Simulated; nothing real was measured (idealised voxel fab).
voxel double patterning: a process module
Cross-section cut spans 255 nm and uses square cells 5 nm in size.
Each cross-section below is a grid of square cells, stated as bands in top-down order, with one or more rows of cells making up each band.
Each band's line starts with the height of the band's top and of its bottom, in nm. Then come its materials from left to right, each with its width in nm. One material with "throughout" fills the band from edge to edge. "air" is empty space.
Height datum 0, below which the as-received substrate wafer is one material. Lowest band open at the bottom, running downward: "0..down".
Quick explanation for "30..40": the width changes in equal steps down the rows of cells, from the first number in the band's top row to the second number in its bottom row.
Any step labelled "nothing different" changed none of the cells in the cross-section.
In the "Completely sealed voids" entry, you get each enclosed empty space of 8 cells or more, one with no open way to the top, written width x height at distance, distance from the left edge, in nm.
Post-settings text on a step line: simulator's own remark regarding the step.
If you see "overlay nm" on a step's line and that step has a mask, it's telling you how far right of where it was planned the mask ended up; a negative number means it went left instead.
Process steps foreseen in the plan:
- 1: RECEIVE with material Si
- 2: CONFORMAL_DEP with material SiO2, thk nm 5
- 3: DIRECTIONAL_DEP with material TiN, thk nm 10
- 4: DIRECTIONAL_DEP with material SiCN, thk nm 5
- 5: PATTERN with tone open, mask id FIRST, material resist, width nm 15, pitch nm 50, thk nm 15, overlay nm 0
- 6: DIRECTIONAL_ETCH with etch materials SiCN, depth nm 5
- 7: STRIP with etch materials resist
- 8: MASKED_ETCH with tone open, mask id SECOND, width nm 15, etch materials SiCN, depth nm 5, overlay nm 0
- 9: DIRECTIONAL_ETCH with etch materials TiN, depth nm 10
- 10: STRIP with etch materials SiCN
as received, after step 1:
* 0..down = Si throughout
* Completely sealed voids: none
End-of-module cross-section. Starting structure and process plan as above; one mistake made in running it:
* 15..10 = SiO2 throughout
* 10..0 = TiN throughout
* 0..down = Si throughout
* Completely sealed voids: none
Error vs. plan: steps 2 and 3: order swapped relative to plan
